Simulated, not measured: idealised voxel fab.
The name of this process module is voxel transistor to metal.
cross-section cut | 270 nm wide | cells 5 nm
Heads up, the way a cross-section reads in here is a grid of square cells, handed over as bands from the top down, with every band being one or more rows of cells.
Each band's line starts with the height of the band's top and of its bottom, in nm. Then come its materials from left to right, each with its width in nm. One material with "throughout" fills the band from edge to edge. "blank" is empty space.
Heights are expressed relative to 0, this being the level below which the as-received wafer comprises one material exclusively. The lowest band is unbounded in the downward direction and is denoted as in "from 0 down".
Width "30 to 40": first value at the band's top row of cells, second value at its bottom row, equal change from row to row.
You'll sometimes find "remained unchanged" written for a step, and that's the way of saying that nowhere in the cross-section did a cell change during that step.
Entry "Enclosed cavities" = empty spaces >= 8 cells with no open way to the top; each as width x height at distance, distance from left edge, all nm.
That trailing text on a step's line, after the settings, is the simulator's own remark on the step.
Among the settings permitted on a step's line is "overlay nm"; applied to a step with a mask, it specifies the extent to which the mask lay to the right of its planned position, whereas a negative figure signifies a position to the left.

[This section lists the process steps that were planned]
step 1: RECEIVE (material Si)
step 2: CONFORMAL_DEP (material SiO2; thk nm 5)
step 3: CONFORMAL_DEP (material SiN; thk nm 10)
step 4: PATTERN (tone cover; mask id ACTIVE; material resist; width nm 95; pitch nm 125; thk nm 15; overlay nm 0)
step 5: DIRECTIONAL_ETCH (etch materials SiN; depth nm 10)
step 6: DIRECTIONAL_ETCH (etch materials SiO2; depth nm 5)
step 7: DIRECTIONAL_ETCH (etch materials Si; depth nm 20)
step 8: STRIP (etch materials resist)
step 9: FILL_DEP (material SiO2; thk nm 15)
step 10: CMP (height nm 15)
step 11: SELECTIVE_ETCH (etch materials SiO2; depth nm 5)
step 12: STRIP (etch materials SiN)
step 13: SELECTIVE_ETCH (etch materials SiO2; depth nm 5)
step 14: OXIDIZE (depth nm 5)
step 15: DIRECTIONAL_DEP (material polySi; thk nm 25)
step 16: DIRECTIONAL_DEP (material SiCN; thk nm 15)
step 17: PATTERN (tone cover; mask id GATE; material resist; width nm 25; pitch nm 125; thk nm 20; overlay nm 0)
step 18: DIRECTIONAL_ETCH (etch materials SiCN; depth nm 25)
step 19: DIRECTIONAL_ETCH (etch materials polySi; depth nm 35)
step 20: STRIP (etch materials resist)
step 21: CONFORMAL_DEP (material SiO2; thk nm 5)
step 22: DIRECTIONAL_ETCH (etch materials SiO2; depth nm 5)
step 23: CONFORMAL_DEP (material SiN; thk nm 5)
step 24: DIRECTIONAL_ETCH (etch materials SiN; depth nm 5)
step 25: DIRECTIONAL_ETCH (etch materials SiO2; depth nm 5)
step 26: DIRECTIONAL_ETCH (etch materials Si; depth nm 10)
step 27: EPI (material nSi; thk nm 10)
step 28: FILL_DEP (material SiO2; thk nm 10)
step 29: CMP (height nm 40)
step 30: DIRECTIONAL_DEP (material SiO2; thk nm 15)
step 31: DIRECTIONAL_DEP (material aC; thk nm 10)
step 32: PATTERN (tone open; mask id CONTACT; material resist; width nm 15; thk nm 30; overlay nm 0)
step 33: DIRECTIONAL_ETCH (etch materials aC; depth nm 10)
step 34: STRIP (etch materials resist)
step 35: DIRECTIONAL_ETCH (etch materials SiO2; depth nm 50)
step 36: STRIP (etch materials aC)
step 37: CONFORMAL_DEP (material TiN; thk nm 5)
step 38: FILL_DEP (material W; thk nm 10)
step 39: CMP (height nm 55)
step 40: CONFORMAL_DEP (material SiCN; thk nm 5)
step 41: DIRECTIONAL_DEP (material SiO2; thk nm 20)
step 42: DIRECTIONAL_DEP (material aC; thk nm 15)
step 43: PATTERN (tone open; mask id METAL_1; material resist; width nm 15; thk nm 30; overlay nm 0)
step 44: DIRECTIONAL_ETCH (etch materials aC; depth nm 15)
step 45: STRIP (etch materials resist)
step 46: DIRECTIONAL_ETCH (etch materials SiO2; depth nm 20)
step 47: DIRECTIONAL_ETCH (etch materials SiCN; depth nm 5)
step 48: STRIP (etch materials aC)
step 49: CONFORMAL_DEP (material TiN; thk nm 5)
step 50: FILL_DEP (material Cu; thk nm 5)
step 51: CMP (height nm 80)
step 52: EPI (material Ru; thk nm 5)
step 53: FILL_DEP (material SiCN; thk nm 5)

[What follows covers the first of two wafers; it ran as planned]

[Cross-section of the wafer as it came to us, i.e., already through step 1]
from 0 down  Si throughout
Enclosed cavities: none

[Upon completion of step 2, the wafer appears in cross-section as shown]
from 5 to 0  SiO2 throughout
Below 0 it's all the same as before, nothing changed down there.

[Upon completion of step 3, the wafer appears in cross-section as shown]
from 15 to 5  SiN throughout
Below 5 it's all the same as before, nothing changed down there.

[Upon completion of step 4, the wafer appears in cross-section as shown]
from 30 to 15  25 blank  95 resist  30 blank  95 resist  25 blank
Below 15 it's all the same as before, nothing changed down there.

[Upon completion of step 5, the wafer appears in cross-section as shown]
from 30 to 15  25 blank  95 resist  30 blank  95 resist  25 blank
from 15 to 5  25 blank  95 SiN  30 blank  95 SiN  25 blank
Below 5 it's all the same as before, nothing changed down there.

[Upon completion of step 6, the wafer appears in cross-section as shown]
from 30 to 15  25 blank  95 resist  30 blank  95 resist  25 blank
from 15 to 5  25 blank  95 SiN  30 blank  95 SiN  25 blank
from 5 to 0  25 blank  95 SiO2  30 blank  95 SiO2  25 blank
Below 0 it's all the same as before, nothing changed down there.

[Upon completion of step 7, the wafer appears in cross-section as shown]
from 30 to 15  25 blank  95 resist  30 blank  95 resist  25 blank
from 15 to 5  25 blank  95 SiN  30 blank  95 SiN  25 blank
from 5 to 0  25 blank  95 SiO2  30 blank  95 SiO2  25 blank
from 0 to -20  25 blank  95 Si  30 blank  95 Si  25 blank
Below -20 it's all the same as before, nothing changed down there.

[Upon completion of step 8, the wafer appears in cross-section as shown]
from 15 to 5  25 blank  95 SiN  30 blank  95 SiN  25 blank
Below 5 it's all the same as before, nothing changed down there.

[Upon completion of step 9, the wafer appears in cross-section as shown]
from 30 to 15  SiO2 throughout
from 15 to 5  25 SiO2  95 SiN  30 SiO2  95 SiN  25 SiO2
from 5 to 0  SiO2 throughout
from 0 to -20  25 SiO2  95 Si  30 SiO2  95 Si  25 SiO2
Below -20 it's all the same as before, nothing changed down there.

[Upon completion of step 10, the wafer appears in cross-section as shown]
from 15 to 5  25 SiO2  95 SiN  30 SiO2  95 SiN  25 SiO2
Below 5 it's all the same as before, nothing changed down there.

[Upon completion of step 11, the wafer appears in cross-section as shown]
from 15 to 10  25 blank  95 SiN  30 blank  95 SiN  25 blank
Below 10 it's all the same as before, nothing changed down there.

[Upon completion of step 12, the wafer appears in cross-section as shown]
from 10 to 5  25 SiO2  95 blank  30 SiO2  95 blank  25 SiO2
Below 5 it's all the same as before, nothing changed down there.

[Upon completion of step 13, the wafer appears in cross-section as shown]
from 5 to 0  20 SiO2  105 blank  20 SiO2  105 blank  20 SiO2
Below 0 it's all the same as before, nothing changed down there.

[Upon completion of step 14, the wafer appears in cross-section as shown]
from 5 to 0  20 SiO2  105 blank  20 SiO2  105 blank  20 SiO2
from 0 to -5  SiO2 throughout
Below -5 it's all the same as before, nothing changed down there.

[Upon completion of step 15, the wafer appears in cross-section as shown]
from 30 to 25  20 polySi  105 blank  20 polySi  105 blank  20 polySi
from 25 to 5  polySi throughout
from 5 to 0  20 SiO2  105 polySi  20 SiO2  105 polySi  20 SiO2
Below 0 it's all the same as before, nothing changed down there.

[Upon completion of step 16, the wafer appears in cross-section as shown]
from 45 to 40  20 SiCN  105 blank  20 SiCN  105 blank  20 SiCN
from 40 to 30  SiCN throughout
from 30 to 25  20 polySi  105 SiCN  20 polySi  105 SiCN  20 polySi
Below 25 it's all the same as before, nothing changed down there.

[Upon completion of step 17, the wafer appears in cross-section as shown]
from 65 to 45  60 blank  25 resist  100 blank  25 resist  60 blank
from 45 to 40  20 SiCN  40 blank  25 resist  40 blank  20 SiCN  40 blank  25 resist  40 blank  20 SiCN
Below 40 it's all the same as before, nothing changed down there.

[Upon completion of step 18, the wafer appears in cross-section as shown]
from 65 to 40  60 blank  25 resist  100 blank  25 resist  60 blank
from 40 to 30  60 blank  25 SiCN  100 blank  25 SiCN  60 blank
from 30 to 25  20 polySi  40 blank  25 SiCN  40 blank  20 polySi  40 blank  25 SiCN  40 blank  20 polySi
Below 25 it's all the same as before, nothing changed down there.

[Upon completion of step 19, the wafer appears in cross-section as shown]
from 65 to 40  60 blank  25 resist  100 blank  25 resist  60 blank
from 40 to 25  60 blank  25 SiCN  100 blank  25 SiCN  60 blank
from 25 to 5  60 blank  25 polySi  100 blank  25 polySi  60 blank
from 5 to 0  20 SiO2  40 blank  25 polySi  40 blank  20 SiO2  40 blank  25 polySi  40 blank  20 SiO2
Below 0 it's all the same as before, nothing changed down there.

[Upon completion of step 20, the wafer appears in cross-section as shown]
from 40 to 25  60 blank  25 SiCN  100 blank  25 SiCN  60 blank
Below 25 it's all the same as before, nothing changed down there.

[Upon completion of step 21, the wafer appears in cross-section as shown]
from 45 to 40  55 blank  35 SiO2  90 blank  35 SiO2  55 blank
from 40 to 25  55 blank  5 SiO2  25 SiCN  5 SiO2  90 blank  5 SiO2  25 SiCN  5 SiO2  55 blank
from 25 to 10  55 blank  5 SiO2  25 polySi  5 SiO2  90 blank  5 SiO2  25 polySi  5 SiO2  55 blank
from 10 to 5  25 SiO2  30 blank  5 SiO2  25 polySi  5 SiO2  30 blank  30 SiO2  30 blank  5 SiO2  25 polySi  5 SiO2  30 blank  25 SiO2
from 5 to 0  60 SiO2  25 polySi  100 SiO2  25 polySi  60 SiO2
Below 0 it's all the same as before, nothing changed down there.

[Upon completion of step 22, the wafer appears in cross-section as shown]
from 40 to 25  55 blank  5 SiO2  25 SiCN  5 SiO2  90 blank  5 SiO2  25 SiCN  5 SiO2  55 blank
from 25 to 5  55 blank  5 SiO2  25 polySi  5 SiO2  90 blank  5 SiO2  25 polySi  5 SiO2  55 blank
from 5 to 0  25 SiO2  30 blank  5 SiO2  25 polySi  5 SiO2  30 blank  30 SiO2  30 blank  5 SiO2  25 polySi  5 SiO2  30 blank  25 SiO2
Below 0 it's all the same as before, nothing changed down there.

[Upon completion of step 23, the wafer appears in cross-section as shown]
from 45 to 40  50 blank  45 SiN  80 blank  45 SiN  50 blank
from 40 to 25  50 blank  5 SiN  5 SiO2  25 SiCN  5 SiO2  5 SiN  80 blank  5 SiN  5 SiO2  25 SiCN  5 SiO2  5 SiN  50 blank
from 25 to 10  50 blank  5 SiN  5 SiO2  25 polySi  5 SiO2  5 SiN  80 blank  5 SiN  5 SiO2  25 polySi  5 SiO2  5 SiN  50 blank
from 10 to 5  30 SiN  20 blank  5 SiN  5 SiO2  25 polySi  5 SiO2  5 SiN  20 blank  40 SiN  20 blank  5 SiN  5 SiO2  25 polySi  5 SiO2  5 SiN  20 blank  30 SiN
from 5 to 0  25 SiO2  30 SiN  5 SiO2  25 polySi  5 SiO2  30 SiN  30 SiO2  30 SiN  5 SiO2  25 polySi  5 SiO2  30 SiN  25 SiO2
Below 0 it's all the same as before, nothing changed down there.

[Upon completion of step 24, the wafer appears in cross-section as shown]
from 40 to 25  50 blank  5 SiN  5 SiO2  25 SiCN  5 SiO2  5 SiN  80 blank  5 SiN  5 SiO2  25 SiCN  5 SiO2  5 SiN  50 blank
from 25 to 5  50 blank  5 SiN  5 SiO2  25 polySi  5 SiO2  5 SiN  80 blank  5 SiN  5 SiO2  25 polySi  5 SiO2  5 SiN  50 blank
from 5 to 0  25 SiO2  5 SiN  20 blank  5 SiN  5 SiO2  25 polySi  5 SiO2  5 SiN  20 blank  5 SiN  30 SiO2  5 SiN  20 blank  5 SiN  5 SiO2  25 polySi  5 SiO2  5 SiN  20 blank  5 SiN  25 SiO2
Below 0 it's all the same as before, nothing changed down there.

[Upon completion of step 25, the wafer appears in cross-section as shown]
from 40 to 35  50 blank  5 SiN  5 blank  25 SiCN  5 blank  5 SiN  80 blank  5 SiN  5 blank  25 SiCN  5 blank  5 SiN  50 blank
from 35 to 25  50 blank  5 SiN  5 SiO2  25 SiCN  5 SiO2  5 SiN  80 blank  5 SiN  5 SiO2  25 SiCN  5 SiO2  5 SiN  50 blank
from 25 to 5  50 blank  5 SiN  5 SiO2  25 polySi  5 SiO2  5 SiN  80 blank  5 SiN  5 SiO2  25 polySi  5 SiO2  5 SiN  50 blank
from 5 to 0  25 blank  5 SiN  20 blank  5 SiN  5 SiO2  25 polySi  5 SiO2  5 SiN  20 blank  5 SiN  30 blank  5 SiN  20 blank  5 SiN  5 SiO2  25 polySi  5 SiO2  5 SiN  20 blank  5 SiN  25 blank
from 0 to -5  30 SiO2  20 blank  45 SiO2  20 blank  40 SiO2  20 blank  45 SiO2  20 blank  30 SiO2
Below -5 it's all the same as before, nothing changed down there.

[Upon completion of step 26, the wafer appears in cross-section as shown]
from 40 to 35  50 blank  5 SiN  5 blank  25 SiCN  5 blank  5 SiN  80 blank  5 SiN  5 blank  25 SiCN  5 blank  5 SiN  50 blank
from 35 to 25  50 blank  5 SiN  5 SiO2  25 SiCN  5 SiO2  5 SiN  80 blank  5 SiN  5 SiO2  25 SiCN  5 SiO2  5 SiN  50 blank
from 25 to 5  50 blank  5 SiN  5 SiO2  25 polySi  5 SiO2  5 SiN  80 blank  5 SiN  5 SiO2  25 polySi  5 SiO2  5 SiN  50 blank
from 5 to 0  25 blank  5 SiN  20 blank  5 SiN  5 SiO2  25 polySi  5 SiO2  5 SiN  20 blank  5 SiN  30 blank  5 SiN  20 blank  5 SiN  5 SiO2  25 polySi  5 SiO2  5 SiN  20 blank  5 SiN  25 blank
from 0 to -5  30 SiO2  20 blank  45 SiO2  20 blank  40 SiO2  20 blank  45 SiO2  20 blank  30 SiO2
from -5 to -15  25 SiO2  5 Si  20 blank  45 Si  20 blank  5 Si  30 SiO2  5 Si  20 blank  45 Si  20 blank  5 Si  25 SiO2
Below -15 it's all the same as before, nothing changed down there.

[Upon completion of step 27, the wafer appears in cross-section as shown]
from 40 to 35  50 blank  5 SiN  5 blank  25 SiCN  5 blank  5 SiN  80 blank  5 SiN  5 blank  25 SiCN  5 blank  5 SiN  50 blank
from 35 to 25  50 blank  5 SiN  5 SiO2  25 SiCN  5 SiO2  5 SiN  80 blank  5 SiN  5 SiO2  25 SiCN  5 SiO2  5 SiN  50 blank
from 25 to 5  50 blank  5 SiN  5 SiO2  25 polySi  5 SiO2  5 SiN  80 blank  5 SiN  5 SiO2  25 polySi  5 SiO2  5 SiN  50 blank
from 5 to 0  25 blank  5 SiN  20 nSi  5 SiN  5 SiO2  25 polySi  5 SiO2  5 SiN  20 nSi  5 SiN  30 blank  5 SiN  20 nSi  5 SiN  5 SiO2  25 polySi  5 SiO2  5 SiN  20 nSi  5 SiN  25 blank
from 0 to -5  30 SiO2  20 nSi  45 SiO2  20 nSi  40 SiO2  20 nSi  45 SiO2  20 nSi  30 SiO2
from -5 to -15  25 SiO2  5 Si  20 nSi  45 Si  20 nSi  5 Si  30 SiO2  5 Si  20 nSi  45 Si  20 nSi  5 Si  25 SiO2
Below -15 it's all the same as before, nothing changed down there.

[Upon completion of step 28, the wafer appears in cross-section as shown]
from 50 to 40  SiO2 throughout
from 40 to 25  50 SiO2  5 SiN  5 SiO2  25 SiCN  5 SiO2  5 SiN  80 SiO2  5 SiN  5 SiO2  25 SiCN  5 SiO2  5 SiN  50 SiO2
from 25 to 5  50 SiO2  5 SiN  5 SiO2  25 polySi  5 SiO2  5 SiN  80 SiO2  5 SiN  5 SiO2  25 polySi  5 SiO2  5 SiN  50 SiO2
from 5 to 0  25 SiO2  5 SiN  20 nSi  5 SiN  5 SiO2  25 polySi  5 SiO2  5 SiN  20 nSi  5 SiN  30 SiO2  5 SiN  20 nSi  5 SiN  5 SiO2  25 polySi  5 SiO2  5 SiN  20 nSi  5 SiN  25 SiO2
Below 0 it's all the same as before, nothing changed down there.

[Upon completion of step 29, the wafer appears in cross-section as shown]
from 40 to 25  50 SiO2  5 SiN  5 SiO2  25 SiCN  5 SiO2  5 SiN  80 SiO2  5 SiN  5 SiO2  25 SiCN  5 SiO2  5 SiN  50 SiO2
Below 25 it's all the same as before, nothing changed down there.

[Upon completion of step 30, the wafer appears in cross-section as shown]
from 55 to 40  SiO2 throughout
Below 40 it's all the same as before, nothing changed down there.

[Upon completion of step 31, the wafer appears in cross-section as shown]
from 65 to 55  aC throughout
Below 55 it's all the same as before, nothing changed down there.

[Upon completion of step 32, the wafer appears in cross-section as shown]
from 95 to 65  30 resist  15 blank  55 resist  15 blank  40 resist  15 blank  55 resist  15 blank  30 resist
Below 65 it's all the same as before, nothing changed down there.

[Upon completion of step 33, the wafer appears in cross-section as shown]
from 85 to 65  30 resist  15 blank  55 resist  15 blank  40 resist  15 blank  55 resist  15 blank  30 resist
from 65 to 55  30 aC  15 blank  55 aC  15 blank  40 aC  15 blank  55 aC  15 blank  30 aC
Below 55 it's all the same as before, nothing changed down there.

[Upon completion of step 34, the wafer appears in cross-section as shown]
from 65 to 55  30 aC  15 blank  55 aC  15 blank  40 aC  15 blank  55 aC  15 blank  30 aC
Below 55 it's all the same as before, nothing changed down there.

[Upon completion of step 35, the wafer appears in cross-section as shown]
from 65 to 55  30 aC  15 blank  55 aC  15 blank  40 aC  15 blank  55 aC  15 blank  30 aC
from 55 to 40  30 SiO2  15 blank  55 SiO2  15 blank  40 SiO2  15 blank  55 SiO2  15 blank  30 SiO2
from 40 to 25  30 SiO2  15 blank  5 SiO2  5 SiN  5 SiO2  25 SiCN  5 SiO2  5 SiN  5 SiO2  15 blank  40 SiO2  15 blank  5 SiO2  5 SiN  5 SiO2  25 SiCN  5 SiO2  5 SiN  5 SiO2  15 blank  30 SiO2
from 25 to 5  30 SiO2  15 blank  5 SiO2  5 SiN  5 SiO2  25 polySi  5 SiO2  5 SiN  5 SiO2  15 blank  40 SiO2  15 blank  5 SiO2  5 SiN  5 SiO2  25 polySi  5 SiO2  5 SiN  5 SiO2  15 blank  30 SiO2
Below 5 it's all the same as before, nothing changed down there.

[Upon completion of step 36, the wafer appears in cross-section as shown]
from 55 to 40  30 SiO2  15 blank  55 SiO2  15 blank  40 SiO2  15 blank  55 SiO2  15 blank  30 SiO2
Below 40 it's all the same as before, nothing changed down there.

[Upon completion of step 37, the wafer appears in cross-section as shown]
from 60 to 55  35 TiN  5 blank  65 TiN  5 blank  50 TiN  5 blank  65 TiN  5 blank  35 TiN
from 55 to 40  30 SiO2  5 TiN  5 blank  5 TiN  55 SiO2  5 TiN  5 blank  5 TiN  40 SiO2  5 TiN  5 blank  5 TiN  55 SiO2  5 TiN  5 blank  5 TiN  30 SiO2
from 40 to 25  30 SiO2  5 TiN  5 blank  5 TiN  5 SiO2  5 SiN  5 SiO2  25 SiCN  5 SiO2  5 SiN  5 SiO2  5 TiN  5 blank  5 TiN  40 SiO2  5 TiN  5 blank  5 TiN  5 SiO2  5 SiN  5 SiO2  25 SiCN  5 SiO2  5 SiN  5 SiO2  5 TiN  5 blank  5 TiN  30 SiO2
from 25 to 10  30 SiO2  5 TiN  5 blank  5 TiN  5 SiO2  5 SiN  5 SiO2  25 polySi  5 SiO2  5 SiN  5 SiO2  5 TiN  5 blank  5 TiN  40 SiO2  5 TiN  5 blank  5 TiN  5 SiO2  5 SiN  5 SiO2  25 polySi  5 SiO2  5 SiN  5 SiO2  5 TiN  5 blank  5 TiN  30 SiO2
from 10 to 5  30 SiO2  15 TiN  5 SiO2  5 SiN  5 SiO2  25 polySi  5 SiO2  5 SiN  5 SiO2  15 TiN  40 SiO2  15 TiN  5 SiO2  5 SiN  5 SiO2  25 polySi  5 SiO2  5 SiN  5 SiO2  15 TiN  30 SiO2
Below 5 it's all the same as before, nothing changed down there.

[Upon completion of step 38, the wafer appears in cross-section as shown]
from 70 to 60  W throughout
from 60 to 55  35 TiN  5 W  65 TiN  5 W  50 TiN  5 W  65 TiN  5 W  35 TiN
from 55 to 40  30 SiO2  5 TiN  5 W  5 TiN  55 SiO2  5 TiN  5 W  5 TiN  40 SiO2  5 TiN  5 W  5 TiN  55 SiO2  5 TiN  5 W  5 TiN  30 SiO2
from 40 to 25  30 SiO2  5 TiN  5 W  5 TiN  5 SiO2  5 SiN  5 SiO2  25 SiCN  5 SiO2  5 SiN  5 SiO2  5 TiN  5 W  5 TiN  40 SiO2  5 TiN  5 W  5 TiN  5 SiO2  5 SiN  5 SiO2  25 SiCN  5 SiO2  5 SiN  5 SiO2  5 TiN  5 W  5 TiN  30 SiO2
from 25 to 10  30 SiO2  5 TiN  5 W  5 TiN  5 SiO2  5 SiN  5 SiO2  25 polySi  5 SiO2  5 SiN  5 SiO2  5 TiN  5 W  5 TiN  40 SiO2  5 TiN  5 W  5 TiN  5 SiO2  5 SiN  5 SiO2  25 polySi  5 SiO2  5 SiN  5 SiO2  5 TiN  5 W  5 TiN  30 SiO2
Below 10 it's all the same as before, nothing changed down there.

[Upon completion of step 39, the wafer appears in cross-section as shown]
from 55 to 40  30 SiO2  5 TiN  5 W  5 TiN  55 SiO2  5 TiN  5 W  5 TiN  40 SiO2  5 TiN  5 W  5 TiN  55 SiO2  5 TiN  5 W  5 TiN  30 SiO2
Below 40 it's all the same as before, nothing changed down there.

[Upon completion of step 40, the wafer appears in cross-section as shown]
from 60 to 55  SiCN throughout
Below 55 it's all the same as before, nothing changed down there.

[Upon completion of step 41, the wafer appears in cross-section as shown]
from 80 to 60  SiO2 throughout
Below 60 it's all the same as before, nothing changed down there.

[Upon completion of step 42, the wafer appears in cross-section as shown]
from 95 to 80  aC throughout
Below 80 it's all the same as before, nothing changed down there.

[Upon completion of step 43, the wafer appears in cross-section as shown]
from 125 to 95  30 resist  15 blank  55 resist  15 blank  40 resist  15 blank  55 resist  15 blank  30 resist
Below 95 it's all the same as before, nothing changed down there.

[Upon completion of step 44, the wafer appears in cross-section as shown]
from 110 to 95  30 resist  15 blank  55 resist  15 blank  40 resist  15 blank  55 resist  15 blank  30 resist
from 95 to 80  30 aC  15 blank  55 aC  15 blank  40 aC  15 blank  55 aC  15 blank  30 aC
Below 80 it's all the same as before, nothing changed down there.

[Upon completion of step 45, the wafer appears in cross-section as shown]
from 95 to 80  30 aC  15 blank  55 aC  15 blank  40 aC  15 blank  55 aC  15 blank  30 aC
Below 80 it's all the same as before, nothing changed down there.

[Upon completion of step 46, the wafer appears in cross-section as shown]
from 95 to 80  30 aC  15 blank  55 aC  15 blank  40 aC  15 blank  55 aC  15 blank  30 aC
from 80 to 60  30 SiO2  15 blank  55 SiO2  15 blank  40 SiO2  15 blank  55 SiO2  15 blank  30 SiO2
Below 60 it's all the same as before, nothing changed down there.

[Upon completion of step 47, the wafer appears in cross-section as shown]
from 95 to 80  30 aC  15 blank  55 aC  15 blank  40 aC  15 blank  55 aC  15 blank  30 aC
from 80 to 60  30 SiO2  15 blank  55 SiO2  15 blank  40 SiO2  15 blank  55 SiO2  15 blank  30 SiO2
from 60 to 55  30 SiCN  15 blank  55 SiCN  15 blank  40 SiCN  15 blank  55 SiCN  15 blank  30 SiCN
Below 55 it's all the same as before, nothing changed down there.

[Upon completion of step 48, the wafer appears in cross-section as shown]
from 80 to 60  30 SiO2  15 blank  55 SiO2  15 blank  40 SiO2  15 blank  55 SiO2  15 blank  30 SiO2
Below 60 it's all the same as before, nothing changed down there.

[Upon completion of step 49, the wafer appears in cross-section as shown]
from 85 to 80  35 TiN  5 blank  65 TiN  5 blank  50 TiN  5 blank  65 TiN  5 blank  35 TiN
from 80 to 60  30 SiO2  5 TiN  5 blank  5 TiN  55 SiO2  5 TiN  5 blank  5 TiN  40 SiO2  5 TiN  5 blank  5 TiN  55 SiO2  5 TiN  5 blank  5 TiN  30 SiO2
from 60 to 55  30 SiCN  15 TiN  55 SiCN  15 TiN  40 SiCN  15 TiN  55 SiCN  15 TiN  30 SiCN
Below 55 it's all the same as before, nothing changed down there.

[Upon completion of step 50, the wafer appears in cross-section as shown]
from 90 to 85  Cu throughout
from 85 to 80  35 TiN  5 Cu  65 TiN  5 Cu  50 TiN  5 Cu  65 TiN  5 Cu  35 TiN
from 80 to 60  30 SiO2  5 TiN  5 Cu  5 TiN  55 SiO2  5 TiN  5 Cu  5 TiN  40 SiO2  5 TiN  5 Cu  5 TiN  55 SiO2  5 TiN  5 Cu  5 TiN  30 SiO2
Below 60 it's all the same as before, nothing changed down there.

[Upon completion of step 51, the wafer appears in cross-section as shown]
from 80 to 60  30 SiO2  5 TiN  5 Cu  5 TiN  55 SiO2  5 TiN  5 Cu  5 TiN  40 SiO2  5 TiN  5 Cu  5 TiN  55 SiO2  5 TiN  5 Cu  5 TiN  30 SiO2
Below 60 it's all the same as before, nothing changed down there.

[Upon completion of step 52, the wafer appears in cross-section as shown]
from 85 to 80  25 blank  25 Ru  45 blank  25 Ru  30 blank  25 Ru  45 blank  25 Ru  25 blank
Below 80 it's all the same as before, nothing changed down there.

[Upon completion of step 53, the wafer appears in cross-section as shown]
from 90 to 85  SiCN throughout
from 85 to 80  25 SiCN  25 Ru  45 SiCN  25 Ru  30 SiCN  25 Ru  45 SiCN  25 Ru  25 SiCN
Below 80 it's all the same as before, nothing changed down there.

[It is to be noted that the second wafer proceeded from the same initial state and according to the same plan as the first, although one mistake was committed in its execution; through step 39, inclusive, the two wafers share an identical history]

[Second wafer cross-section, taken as of the time the plan sets for step 40 to be done]
from 75 to 55  SiO2 throughout
Below 55 it's all the same as before, nothing changed down there.

[Second wafer cross-section, taken as of the time the plan sets for step 41 to be done]
from 80 to 75  SiCN throughout
Below 75 it's all the same as before, nothing changed down there.

[Second wafer cross-section, taken as of the time the plan sets for step 42 to be done]
from 95 to 80  aC throughout
Below 80 it's all the same as before, nothing changed down there.

[Second wafer cross-section, taken as of the time the plan sets for step 43 to be done]
from 125 to 95  30 resist  15 blank  55 resist  15 blank  40 resist  15 blank  55 resist  15 blank  30 resist
Below 95 it's all the same as before, nothing changed down there.

[Second wafer cross-section, taken as of the time the plan sets for step 44 to be done]
from 110 to 95  30 resist  15 blank  55 resist  15 blank  40 resist  15 blank  55 resist  15 blank  30 resist
from 95 to 80  30 aC  15 blank  55 aC  15 blank  40 aC  15 blank  55 aC  15 blank  30 aC
Below 80 it's all the same as before, nothing changed down there.

[Second wafer cross-section, taken as of the time the plan sets for step 45 to be done]
from 95 to 80  30 aC  15 blank  55 aC  15 blank  40 aC  15 blank  55 aC  15 blank  30 aC
Below 80 it's all the same as before, nothing changed down there.

Second wafer cross-section, taken as of the time the plan sets for step 46 to be done: remained unchanged

[Second wafer cross-section, taken as of the time the plan sets for step 47 to be done]
from 95 to 80  30 aC  15 blank  55 aC  15 blank  40 aC  15 blank  55 aC  15 blank  30 aC
from 80 to 75  30 SiCN  15 blank  55 SiCN  15 blank  40 SiCN  15 blank  55 SiCN  15 blank  30 SiCN
Below 75 it's all the same as before, nothing changed down there.

[Second wafer cross-section, taken as of the time the plan sets for step 48 to be done]
from 80 to 75  30 SiCN  15 blank  55 SiCN  15 blank  40 SiCN  15 blank  55 SiCN  15 blank  30 SiCN
Below 75 it's all the same as before, nothing changed down there.

[Second wafer cross-section, taken as of the time the plan sets for step 49 to be done]
from 85 to 80  35 TiN  5 blank  65 TiN  5 blank  50 TiN  5 blank  65 TiN  5 blank  35 TiN
from 80 to 75  30 SiCN  15 TiN  55 SiCN  15 TiN  40 SiCN  15 TiN  55 SiCN  15 TiN  30 SiCN
Below 75 it's all the same as before, nothing changed down there.

[Second wafer cross-section, taken as of the time the plan sets for step 50 to be done]
from 90 to 85  Cu throughout
from 85 to 80  35 TiN  5 Cu  65 TiN  5 Cu  50 TiN  5 Cu  65 TiN  5 Cu  35 TiN
Below 80 it's all the same as before, nothing changed down there.

[Second wafer cross-section, taken as of the time the plan sets for step 51 to be done]
from 80 to 75  30 SiCN  15 TiN  55 SiCN  15 TiN  40 SiCN  15 TiN  55 SiCN  15 TiN  30 SiCN
Below 75 it's all the same as before, nothing changed down there.

[Second wafer cross-section, taken as of the time the plan sets for step 52 to be done]
from 85 to 80  25 blank  25 Ru  45 blank  25 Ru  30 blank  25 Ru  45 blank  25 Ru  25 blank
Below 80 it's all the same as before, nothing changed down there.

[Second wafer cross-section, taken as of the time the plan sets for step 53 to be done]
from 90 to 85  SiCN throughout
from 85 to 80  25 SiCN  25 Ru  45 SiCN  25 Ru  30 SiCN  25 Ru  45 SiCN  25 Ru  25 SiCN
Below 80 it's all the same as before, nothing changed down there.
Against the plan, the run slipped here: ran 40 and 41 in swapped order versus the plan
The second wafer ends with more or fewer cells of some materials than the first, per final count: -16 Cu, +48 SiO2, -32 TiN
